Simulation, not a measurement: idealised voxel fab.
process module | voxel capacitor over wiring
cross-section cut | 155 nm wide | cells 5 nm
A cross-section is a grid of square cells, given in bands from the top down. A band is one or more rows of cells.
Each band's line starts with the height of the band's top and of its bottom, in nm. Then come its materials from left to right, each with its width in nm. One material with "throughout" fills the band from edge to edge. "air" is empty space.
Height 0 is the level under which the wafer as received is all one material. The lowest band goes on downwards, as in "0 down".
A width such as "30 to 40" changes by the same amount from each row of cells to the next, from the band's top row to its bottom row.
"no change" after a step means that no cell of the cross-section changed.
closed voids: empty space of 8 cells or more with no open way to the top, each as width x height at its distance from the left edge, in nm
after a step's settings: what the simulator itself notes on the step
overlay nm, on a step with a mask: how far to the right of its planned place the mask lay; to the left if negative
plan
1 op RECEIVE | material Si
2 op CONFORMAL_DEP | material SiO2 | thk nm 15
3 op DIRECTIONAL_DEP | material TiN | thk nm 5
4 op DIRECTIONAL_DEP | material Ru | thk nm 15
5 op MASKED_ETCH | tone cover | mask id METAL_1 | width nm 25 | pitch nm 85 | etch materials Ru | depth nm 15 | overlay nm 0
6 op MASKED_ETCH | tone cover | mask id METAL_1 | width nm 25 | pitch nm 85 | etch materials TiN | depth nm 5 | overlay nm 0
7 op CONFORMAL_DEP | material SiN | thk nm 5
8 op FILL_DEP | material SiO2 | thk nm 5
9 op CMP | height nm 35
10 op CONFORMAL_DEP | material SiCN | thk nm 5
11 op DIRECTIONAL_DEP | material lowk | thk nm 20
12 op MASKED_ETCH | tone open | mask id PLUG_1 | width nm 15 | etch materials lowk | depth nm 20 | overlay nm 0
13 op MASKED_ETCH | tone open | mask id PLUG_1 | width nm 15 | etch materials SiCN | depth nm 5 | overlay nm 0
14 op EPI | material Ru | thk nm 10
15 op EPI | material Ru | thk nm 10
16 op EPI | material Ru | thk nm 5
17 op DIRECTIONAL_DEP | material TiN | thk nm 5
18 op DIRECTIONAL_DEP | material SiN | thk nm 5
19 op DIRECTIONAL_DEP | material TiN | thk nm 5
20 op MASKED_ETCH | tone cover | mask id UPPER_PLATE | width nm 65 | etch materials TiN | depth nm 5 | overlay nm 0
21 op MASKED_ETCH | tone cover | mask id UPPER_PLATE | width nm 65 | etch materials SiN | depth nm 5 | overlay nm 0
22 op PATTERN | tone cover | mask id LOWER_PLATE | material resist | width nm 75 | thk nm 20 | overlay nm 0
23 op DIRECTIONAL_ETCH | etch materials TiN | depth nm 5
24 op STRIP | etch materials resist
25 op FILL_DEP | material SiO2 | thk nm 20
26 op CMP | height nm 90
27 op PATTERN | tone open | mask id PLUG_2 | material resist | width nm 15 | thk nm 20 | overlay nm 0
28 op DIRECTIONAL_ETCH | etch materials SiO2 | depth nm 15
29 op STRIP | etch materials resist
30 op CONFORMAL_DEP | material TiN | thk nm 5
31 op FILL_DEP | material W | thk nm 10
32 op CMP | height nm 90
33 op CONFORMAL_DEP | material SiN | thk nm 5
first wafer, as planned
as received, after step 1
  0 down: Si throughout
  closed voids: none
after step 2
  15 to 0: SiO2 throughout
  below 0: unchanged
after step 3
  20 to 15: TiN throughout
  below 15: unchanged
after step 4
  35 to 20: Ru throughout
  below 20: unchanged
after step 5
  35 to 20: air 20 | Ru 25 | air 60 | Ru 25 | air 25
  below 20: unchanged
after step 6
  35 to 20: air 20 | Ru 25 | air 60 | Ru 25 | air 25
  20 to 15: air 20 | TiN 25 | air 60 | TiN 25 | air 25
  below 15: unchanged
after step 7
  40 to 35: air 15 | SiN 35 | air 50 | SiN 35 | air 20
  35 to 20: air 15 | SiN 5 | Ru 25 | SiN 5 | air 50 | SiN 5 | Ru 25 | SiN 5 | air 20
  20 to 15: SiN 20 | TiN 25 | SiN 60 | TiN 25 | SiN 25
  below 15: unchanged
after step 8
  45 to 40: SiO2 throughout
  40 to 35: SiO2 15 | SiN 35 | SiO2 50 | SiN 35 | SiO2 20
  35 to 20: SiO2 15 | SiN 5 | Ru 25 | SiN 5 | SiO2 50 | SiN 5 | Ru 25 | SiN 5 | SiO2 20
  below 20: unchanged
after step 9
  35 to 20: SiO2 15 | SiN 5 | Ru 25 | SiN 5 | SiO2 50 | SiN 5 | Ru 25 | SiN 5 | SiO2 20
  below 20: unchanged
after step 10
  40 to 35: SiCN throughout
  below 35: unchanged
after step 11
  60 to 40: lowk throughout
  below 40: unchanged
after step 12
  60 to 40: lowk 30 | air 15 | lowk 110
  below 40: unchanged
after step 13
  60 to 40: lowk 30 | air 15 | lowk 110
  40 to 35: SiCN 30 | air 15 | SiCN 110
  below 35: unchanged
after step 14
  60 to 45: lowk 30 | air 15 | lowk 110
  45 to 40: lowk 30 | Ru 15 | lowk 110
  40 to 35: SiCN 30 | Ru 15 | SiCN 110
  below 35: unchanged
after step 15
  60 to 55: lowk 30 | air 15 | lowk 110
  55 to 40: lowk 30 | Ru 15 | lowk 110
  below 40: unchanged
after step 16
  60 to 40: lowk 30 | Ru 15 | lowk 110
  below 40: unchanged
after step 17
  65 to 60: TiN throughout
  below 60: unchanged
after step 18
  70 to 65: SiN throughout
  below 65: unchanged
after step 19
  75 to 70: TiN throughout
  below 70: unchanged
after step 20
  75 to 70: air 30 | TiN 65 | air 60
  below 70: unchanged
after step 21
  75 to 70: air 30 | TiN 65 | air 60
  70 to 65: air 30 | SiN 65 | air 60
  below 65: unchanged
after step 22
  95 to 75: air 25 | resist 75 | air 55
  75 to 70: air 25 | resist 5 | TiN 65 | resist 5 | air 55
  70 to 65: air 25 | resist 5 | SiN 65 | resist 5 | air 55
  below 65: unchanged
after step 23
  95 to 75: air 25 | resist 75 | air 55
  75 to 70: air 25 | resist 5 | TiN 65 | resist 5 | air 55
  70 to 65: air 25 | resist 5 | SiN 65 | resist 5 | air 55
  65 to 60: air 25 | TiN 75 | air 55
  below 60: unchanged
after step 24
  75 to 70: air 30 | TiN 65 | air 60
  70 to 65: air 30 | SiN 65 | air 60
  below 65: unchanged
after step 25
  95 to 75: SiO2 throughout
  75 to 70: SiO2 30 | TiN 65 | SiO2 60
  70 to 65: SiO2 30 | SiN 65 | SiO2 60
  65 to 60: SiO2 25 | TiN 75 | SiO2 55
  below 60: unchanged
after step 26
  90 to 75: SiO2 throughout
  below 75: unchanged
after step 27
  110 to 90: resist 40 | air 15 | resist 100
  below 90: unchanged
after step 28
  110 to 90: resist 40 | air 15 | resist 100
  90 to 75: SiO2 40 | air 15 | SiO2 100
  below 75: unchanged
after step 29
  90 to 75: SiO2 40 | air 15 | SiO2 100
  below 75: unchanged
after step 30
  95 to 90: TiN 45 | air 5 | TiN 105
  90 to 80: SiO2 40 | TiN 5 | air 5 | TiN 5 | SiO2 100
  80 to 70: SiO2 40 to 30 | TiN 15 to 65 | SiO2 100 to 60
  below 70: unchanged
after step 31
  105 to 95: W throughout
  95 to 90: TiN 45 | W 5 | TiN 105
  90 to 80: SiO2 40 | TiN 5 | W 5 | TiN 5 | SiO2 100
  below 80: unchanged
after step 32
  90 to 80: SiO2 40 | TiN 5 | W 5 | TiN 5 | SiO2 100
  below 80: unchanged
after step 33
  95 to 90: SiN throughout
  below 90: unchanged
second wafer: like start, like plan, one mistake. Through step 26 it matches the first wafer
when step 27 should have ended
  110 to 90: air 40 | resist 15 | air 100
  below 90: unchanged
when step 28 should have ended
  110 to 90: air 40 | resist 15 | air 100
  90 to 75: air 40 | SiO2 15 | air 100
  below 75: unchanged
when step 29 should have ended
  90 to 75: air 40 | SiO2 15 | air 100
  below 75: unchanged
when step 30 should have ended
  95 to 90: air 35 | TiN 25 | air 95
  90 to 80: air 35 | TiN 5 | SiO2 15 | TiN 5 | air 95
  80 to 75: TiN 40 | SiO2 15 | TiN 100
  below 75: unchanged
when step 31 should have ended
  105 to 95: W throughout
  95 to 90: W 35 | TiN 25 | W 95
  90 to 80: W 35 | TiN 5 | SiO2 15 | TiN 5 | W 95
  below 80: unchanged
when step 32 should have ended
  90 to 80: W 35 | TiN 5 | SiO2 15 | TiN 5 | W 95
  below 80: unchanged
when step 33 should have ended
  95 to 90: SiN throughout
  below 90: unchanged
what went wrong: step 27 ran as: op PATTERN | tone cover | mask id PLUG_2 | material resist | width nm 15 | thk nm 20 | overlay nm 0
at the end the second wafer has, in cells: 75 fewer of SiO2 | 25 more of TiN | 50 more of W
